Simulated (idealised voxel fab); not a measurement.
The name of this process module is voxel wiring stack.
It is cross-section cut that appears here, measuring 145 nm in width, its square cells being 5 nm in size.
Each cross-section below is a grid of square cells, stated as bands in top-down order, with one or more rows of cells making up each band. This entry defines a band. It first specifies the height of the band's top and the height of its bottom in nm, and then specifies the band's materials from left to right, stating each material with its width in nm. The word "full width" identifies a single material that fills the band from edge to edge, while the word "air" identifies empty space. Heights are expressed relative to 0, this being the level below which the as-received wafer comprises one material exclusively. The lowest band is unbounded in the downward direction and is denoted as in "0 down". The width entry "30->40" should be interpreted row by row: the top row of cells in the band takes the first number, the bottom row takes the second number, and the change between adjacent rows is uniform throughout. When a step is marked "stayed the same", none of the cells in the cross-section changed during that step. In the "Cavities, sealed" entry, you get each enclosed empty space of 8 cells or more, one with no open way to the top, written width x height at distance, distance from the left edge, in nm. Read whatever lies past the settings on a step's line as the simulator's own remark about the step. "overlay nm", when on a step's line for a step with a mask, measures how far to the right of its planned place the mask lay; a negative measure means to the left.

# The steps planned for the process are as follows
step 1: RECEIVE (material Si)
step 2: CONFORMAL_DEP (material SiO2; thk nm 10)
step 3: DIRECTIONAL_DEP (material TiN; thk nm 5)
step 4: DIRECTIONAL_DEP (material Ru; thk nm 20)
step 5: PATTERN (tone cover; mask id METAL_1; material resist; width nm 30; pitch nm 55; thk nm 20; overlay nm 0)
step 6: DIRECTIONAL_ETCH (etch materials Ru; depth nm 20)
step 7: DIRECTIONAL_ETCH (etch materials TiN; depth nm 5)
step 8: STRIP (etch materials resist)
step 9: CONFORMAL_DEP (material SiCN; thk nm 5)
step 10: FILL_DEP (material SiO2; thk nm 10)
step 11: CMP (height nm 35)
step 12: CONFORMAL_DEP (material SiCN; thk nm 5)
step 13: DIRECTIONAL_DEP (material SiO2; thk nm 10)
step 14: MASKED_ETCH (tone open; mask id PLUG_1; width nm 15; etch materials SiO2; depth nm 10; overlay nm 0)
step 15: MASKED_ETCH (tone open; mask id PLUG_1; width nm 15; etch materials SiCN; depth nm 5; overlay nm 0)
step 16: CONFORMAL_DEP (material TiN; thk nm 5)
step 17: FILL_DEP (material W; thk nm 10)
step 18: CMP (height nm 50)
step 19: CONFORMAL_DEP (material SiCN; thk nm 5)
step 20: DIRECTIONAL_DEP (material lowk; thk nm 20)
step 21: DIRECTIONAL_DEP (material aC; thk nm 10)
step 22: PATTERN (tone open; mask id METAL_2; material resist; width nm 30; pitch nm 55; thk nm 30; overlay nm 0)
step 23: DIRECTIONAL_ETCH (etch materials aC; depth nm 10)
step 24: STRIP (etch materials resist)
step 25: DIRECTIONAL_ETCH (etch materials lowk; depth nm 20)
step 26: DIRECTIONAL_ETCH (etch materials SiCN; depth nm 5)
step 27: STRIP (etch materials aC)
step 28: CONFORMAL_DEP (material TiN; thk nm 5)
step 29: FILL_DEP (material Cu; thk nm 5)
step 30: CMP (height nm 75)
step 31: CONFORMAL_DEP (material SiCN; thk nm 5)
step 32: DIRECTIONAL_DEP (material SiO2; thk nm 20)
step 33: DIRECTIONAL_DEP (material aC; thk nm 10)
step 34: PATTERN (tone open; mask id PLUG_2; material resist; width nm 15; pitch nm 55; thk nm 30; overlay nm 0)
step 35: DIRECTIONAL_ETCH (etch materials aC; depth nm 10)
step 36: STRIP (etch materials resist)
step 37: DIRECTIONAL_ETCH (etch materials SiO2; depth nm 20)
step 38: DIRECTIONAL_ETCH (etch materials SiCN; depth nm 5)
step 39: STRIP (etch materials aC)
step 40: CONFORMAL_DEP (material TiN; thk nm 5)
step 41: FILL_DEP (material W; thk nm 10)
step 42: CMP (height nm 100)
step 43: DIRECTIONAL_DEP (material TiN; thk nm 5)
step 44: DIRECTIONAL_DEP (material Ru; thk nm 25)
step 45: MASKED_ETCH (tone cover; mask id METAL_3; width nm 30; pitch nm 55; etch materials Ru; depth nm 25; overlay nm 0)
step 46: MASKED_ETCH (tone cover; mask id METAL_3; width nm 30; pitch nm 55; etch materials TiN; depth nm 5; overlay nm 0)
step 47: FILL_DEP (material SiO2; thk nm 10)
step 48: CMP (height nm 130)
step 49: CONFORMAL_DEP (material SiN; thk nm 5)

# First out of two wafers; run went to plan

# Wafer at receipt (post step 1), cross-section
    0 down = Si full width
    Cavities, sealed: none

# Step 2 done - wafer cross-section
    10 to 0 = SiO2 full width
    Below 0 it's all the same as before, nothing changed down there.

# Step 3 done - wafer cross-section
    15 to 10 = TiN full width
    Below 10 it's all the same as before, nothing changed down there.

# Step 4 done - wafer cross-section
    35 to 15 = Ru full width
    Below 15 it's all the same as before, nothing changed down there.

# Step 5 done - wafer cross-section
    55 to 35 = air 30 nm, resist 30 nm, air 25 nm, resist 30 nm, air 30 nm
    Below 35 it's all the same as before, nothing changed down there.

# Step 6 done - wafer cross-section
    55 to 35 = air 30 nm, resist 30 nm, air 25 nm, resist 30 nm, air 30 nm
    35 to 15 = air 30 nm, Ru 30 nm, air 25 nm, Ru 30 nm, air 30 nm
    Below 15 it's all the same as before, nothing changed down there.

# Step 7 done - wafer cross-section
    55 to 35 = air 30 nm, resist 30 nm, air 25 nm, resist 30 nm, air 30 nm
    35 to 15 = air 30 nm, Ru 30 nm, air 25 nm, Ru 30 nm, air 30 nm
    15 to 10 = air 30 nm, TiN 30 nm, air 25 nm, TiN 30 nm, air 30 nm
    Below 10 it's all the same as before, nothing changed down there.

# Step 8 done - wafer cross-section
    35 to 15 = air 30 nm, Ru 30 nm, air 25 nm, Ru 30 nm, air 30 nm
    Below 15 it's all the same as before, nothing changed down there.

# Step 9 done - wafer cross-section
    40 to 35 = air 25 nm, SiCN 40 nm, air 15 nm, SiCN 40 nm, air 25 nm
    35 to 15 = air 25 nm, SiCN 5 nm, Ru 30 nm, SiCN 5 nm, air 15 nm, SiCN 5 nm, Ru 30 nm, SiCN 5 nm, air 25 nm
    15 to 10 = SiCN 30 nm, TiN 30 nm, SiCN 25 nm, TiN 30 nm, SiCN 30 nm
    Below 10 it's all the same as before, nothing changed down there.

# Step 10 done - wafer cross-section
    50 to 40 = SiO2 full width
    40 to 35 = SiO2 25 nm, SiCN 40 nm, SiO2 15 nm, SiCN 40 nm, SiO2 25 nm
    35 to 15 = SiO2 25 nm, SiCN 5 nm, Ru 30 nm, SiCN 5 nm, SiO2 15 nm, SiCN 5 nm, Ru 30 nm, SiCN 5 nm, SiO2 25 nm
    Below 15 it's all the same as before, nothing changed down there.

# Step 11 done - wafer cross-section
    35 to 15 = SiO2 25 nm, SiCN 5 nm, Ru 30 nm, SiCN 5 nm, SiO2 15 nm, SiCN 5 nm, Ru 30 nm, SiCN 5 nm, SiO2 25 nm
    Below 15 it's all the same as before, nothing changed down there.

# Step 12 done - wafer cross-section
    40 to 35 = SiCN full width
    Below 35 it's all the same as before, nothing changed down there.

# Step 13 done - wafer cross-section
    50 to 40 = SiO2 full width
    Below 40 it's all the same as before, nothing changed down there.

# Step 14 done - wafer cross-section
    50 to 40 = SiO2 30 nm, air 15 nm, SiO2 100 nm
    Below 40 it's all the same as before, nothing changed down there.

# Step 15 done - wafer cross-section
    50 to 40 = SiO2 30 nm, air 15 nm, SiO2 100 nm
    40 to 35 = SiCN 30 nm, air 15 nm, SiCN 100 nm
    Below 35 it's all the same as before, nothing changed down there.

# Step 16 done - wafer cross-section
    55 to 50 = TiN 35 nm, air 5 nm, TiN 105 nm
    50 to 40 = SiO2 30 nm, TiN 5 nm, air 5 nm, TiN 5 nm, SiO2 100 nm
    40 to 35 = SiCN 30 nm, TiN 15 nm, SiCN 100 nm
    Below 35 it's all the same as before, nothing changed down there.

# Step 17 done - wafer cross-section
    65 to 55 = W full width
    55 to 50 = TiN 35 nm, W 5 nm, TiN 105 nm
    50 to 40 = SiO2 30 nm, TiN 5 nm, W 5 nm, TiN 5 nm, SiO2 100 nm
    Below 40 it's all the same as before, nothing changed down there.

# Step 18 done - wafer cross-section
    50 to 40 = SiO2 30 nm, TiN 5 nm, W 5 nm, TiN 5 nm, SiO2 100 nm
    Below 40 it's all the same as before, nothing changed down there.

# Step 19 done - wafer cross-section
    55 to 50 = SiCN full width
    Below 50 it's all the same as before, nothing changed down there.

# Step 20 done - wafer cross-section
    75 to 55 = lowk full width
    Below 55 it's all the same as before, nothing changed down there.

# Step 21 done - wafer cross-section
    85 to 75 = aC full width
    Below 75 it's all the same as before, nothing changed down there.

# Step 22 done - wafer cross-section
    115 to 85 = resist 30 nm, air 30 nm, resist 25 nm, air 30 nm, resist 30 nm
    Below 85 it's all the same as before, nothing changed down there.

# Step 23 done - wafer cross-section
    105 to 85 = resist 30 nm, air 30 nm, resist 25 nm, air 30 nm, resist 30 nm
    85 to 75 = aC 30 nm, air 30 nm, aC 25 nm, air 30 nm, aC 30 nm
    Below 75 it's all the same as before, nothing changed down there.

# Step 24 done - wafer cross-section
    85 to 75 = aC 30 nm, air 30 nm, aC 25 nm, air 30 nm, aC 30 nm
    Below 75 it's all the same as before, nothing changed down there.

# Step 25 done - wafer cross-section
    85 to 75 = aC 30 nm, air 30 nm, aC 25 nm, air 30 nm, aC 30 nm
    75 to 55 = lowk 30 nm, air 30 nm, lowk 25 nm, air 30 nm, lowk 30 nm
    Below 55 it's all the same as before, nothing changed down there.

# Step 26 done - wafer cross-section
    85 to 75 = aC 30 nm, air 30 nm, aC 25 nm, air 30 nm, aC 30 nm
    75 to 55 = lowk 30 nm, air 30 nm, lowk 25 nm, air 30 nm, lowk 30 nm
    55 to 50 = SiCN 30 nm, air 30 nm, SiCN 25 nm, air 30 nm, SiCN 30 nm
    Below 50 it's all the same as before, nothing changed down there.

# Step 27 done - wafer cross-section
    75 to 55 = lowk 30 nm, air 30 nm, lowk 25 nm, air 30 nm, lowk 30 nm
    Below 55 it's all the same as before, nothing changed down there.

# Step 28 done - wafer cross-section
    80 to 75 = TiN 35 nm, air 20 nm, TiN 35 nm, air 20 nm, TiN 35 nm
    75 to 55 = lowk 30 nm, TiN 5 nm, air 20 nm, TiN 5 nm, lowk 25 nm, TiN 5 nm, air 20 nm, TiN 5 nm, lowk 30 nm
    55 to 50 = SiCN 30 nm, TiN 30 nm, SiCN 25 nm, TiN 30 nm, SiCN 30 nm
    Below 50 it's all the same as before, nothing changed down there.

# Step 29 done - wafer cross-section
    85 to 80 = Cu full width
    80 to 75 = TiN 35 nm, Cu 20 nm, TiN 35 nm, Cu 20 nm, TiN 35 nm
    75 to 55 = lowk 30 nm, TiN 5 nm, Cu 20 nm, TiN 5 nm, lowk 25 nm, TiN 5 nm, Cu 20 nm, TiN 5 nm, lowk 30 nm
    Below 55 it's all the same as before, nothing changed down there.

# Step 30 done - wafer cross-section
    75 to 55 = lowk 30 nm, TiN 5 nm, Cu 20 nm, TiN 5 nm, lowk 25 nm, TiN 5 nm, Cu 20 nm, TiN 5 nm, lowk 30 nm
    Below 55 it's all the same as before, nothing changed down there.

# Step 31 done - wafer cross-section
    80 to 75 = SiCN full width
    Below 75 it's all the same as before, nothing changed down there.

# Step 32 done - wafer cross-section
    100 to 80 = SiO2 full width
    Below 80 it's all the same as before, nothing changed down there.

# Step 33 done - wafer cross-section
    110 to 100 = aC full width
    Below 100 it's all the same as before, nothing changed down there.

# Step 34 done - wafer cross-section
    140 to 110 = resist 30 nm, air 15 nm, resist 40 nm, air 15 nm, resist 45 nm
    Below 110 it's all the same as before, nothing changed down there.

# Step 35 done - wafer cross-section
    130 to 110 = resist 30 nm, air 15 nm, resist 40 nm, air 15 nm, resist 45 nm
    110 to 100 = aC 30 nm, air 15 nm, aC 40 nm, air 15 nm, aC 45 nm
    Below 100 it's all the same as before, nothing changed down there.

# Step 36 done - wafer cross-section
    110 to 100 = aC 30 nm, air 15 nm, aC 40 nm, air 15 nm, aC 45 nm
    Below 100 it's all the same as before, nothing changed down there.

# Step 37 done - wafer cross-section
    110 to 100 = aC 30 nm, air 15 nm, aC 40 nm, air 15 nm, aC 45 nm
    100 to 80 = SiO2 30 nm, air 15 nm, SiO2 40 nm, air 15 nm, SiO2 45 nm
    Below 80 it's all the same as before, nothing changed down there.

# Step 38 done - wafer cross-section
    110 to 100 = aC 30 nm, air 15 nm, aC 40 nm, air 15 nm, aC 45 nm
    100 to 80 = SiO2 30 nm, air 15 nm, SiO2 40 nm, air 15 nm, SiO2 45 nm
    80 to 75 = SiCN 30 nm, air 15 nm, SiCN 40 nm, air 15 nm, SiCN 45 nm
    Below 75 it's all the same as before, nothing changed down there.

# Step 39 done - wafer cross-section
    100 to 80 = SiO2 30 nm, air 15 nm, SiO2 40 nm, air 15 nm, SiO2 45 nm
    Below 80 it's all the same as before, nothing changed down there.

# Step 40 done - wafer cross-section
    105 to 100 = TiN 35 nm, air 5 nm, TiN 50 nm, air 5 nm, TiN 50 nm
    100 to 80 = SiO2 30 nm, TiN 5 nm, air 5 nm, TiN 5 nm, SiO2 40 nm, TiN 5 nm, air 5 nm, TiN 5 nm, SiO2 45 nm
    80 to 75 = SiCN 30 nm, TiN 15 nm, SiCN 40 nm, TiN 15 nm, SiCN 45 nm
    Below 75 it's all the same as before, nothing changed down there.

# Step 41 done - wafer cross-section
    115 to 105 = W full width
    105 to 100 = TiN 35 nm, W 5 nm, TiN 50 nm, W 5 nm, TiN 50 nm
    100 to 80 = SiO2 30 nm, TiN 5 nm, W 5 nm, TiN 5 nm, SiO2 40 nm, TiN 5 nm, W 5 nm, TiN 5 nm, SiO2 45 nm
    Below 80 it's all the same as before, nothing changed down there.

# Step 42 done - wafer cross-section
    100 to 80 = SiO2 30 nm, TiN 5 nm, W 5 nm, TiN 5 nm, SiO2 40 nm, TiN 5 nm, W 5 nm, TiN 5 nm, SiO2 45 nm
    Below 80 it's all the same as before, nothing changed down there.

# Step 43 done - wafer cross-section
    105 to 100 = TiN full width
    Below 100 it's all the same as before, nothing changed down there.

# Step 44 done - wafer cross-section
    130 to 105 = Ru full width
    Below 105 it's all the same as before, nothing changed down there.

# Step 45 done - wafer cross-section
    130 to 105 = air 30 nm, Ru 30 nm, air 25 nm, Ru 30 nm, air 30 nm
    Below 105 it's all the same as before, nothing changed down there.

# Step 46 done - wafer cross-section
    130 to 105 = air 30 nm, Ru 30 nm, air 25 nm, Ru 30 nm, air 30 nm
    105 to 100 = air 30 nm, TiN 30 nm, air 25 nm, TiN 30 nm, air 30 nm
    Below 100 it's all the same as before, nothing changed down there.

# Step 47 done - wafer cross-section
    140 to 130 = SiO2 full width
    130 to 105 = SiO2 30 nm, Ru 30 nm, SiO2 25 nm, Ru 30 nm, SiO2 30 nm
    105 to 100 = SiO2 30 nm, TiN 30 nm, SiO2 25 nm, TiN 30 nm, SiO2 30 nm
    Below 100 it's all the same as before, nothing changed down there.

# Step 48 done - wafer cross-section
    130 to 105 = SiO2 30 nm, Ru 30 nm, SiO2 25 nm, Ru 30 nm, SiO2 30 nm
    Below 105 it's all the same as before, nothing changed down there.

# Step 49 done - wafer cross-section
    135 to 130 = SiN full width
    Below 130 it's all the same as before, nothing changed down there.

# Second wafer, same starting state and plan as the first, one mistake in the run, identical through step 44

# What the second wafer looks like in cross-section when step 45 should have wrapped up
    130 to 105 = air 35 nm, Ru 20 nm, air 35 nm, Ru 20 nm, air 35 nm
    Below 105 it's all the same as before, nothing changed down there.

# What the second wafer looks like in cross-section when step 46 should have wrapped up
    130 to 105 = air 35 nm, Ru 20 nm, air 35 nm, Ru 20 nm, air 35 nm
    105 to 100 = air 30 nm, TiN 30 nm, air 25 nm, TiN 30 nm, air 30 nm
    Below 100 it's all the same as before, nothing changed down there.

# What the second wafer looks like in cross-section when step 47 should have wrapped up
    140 to 130 = SiO2 full width
    130 to 105 = SiO2 35 nm, Ru 20 nm, SiO2 35 nm, Ru 20 nm, SiO2 35 nm
    105 to 100 = SiO2 30 nm, TiN 30 nm, SiO2 25 nm, TiN 30 nm, SiO2 30 nm
    Below 100 it's all the same as before, nothing changed down there.

# What the second wafer looks like in cross-section when step 48 should have wrapped up
    130 to 105 = SiO2 35 nm, Ru 20 nm, SiO2 35 nm, Ru 20 nm, SiO2 35 nm
    Below 105 it's all the same as before, nothing changed down there.

# What the second wafer looks like in cross-section when step 49 should have wrapped up
    135 to 130 = SiN full width
    Below 130 it's all the same as before, nothing changed down there.
So what did we get wrong on this run? off-plan run, step 45, actual operation and settings MASKED_ETCH (tone cover; mask id METAL_3; width nm 20; pitch nm 55; etch materials Ru; depth nm 25; overlay nm 0)
The closing comparison, in cells, has the second wafer with more or fewer of some materials than the first: -20 Ru, +20 SiO2
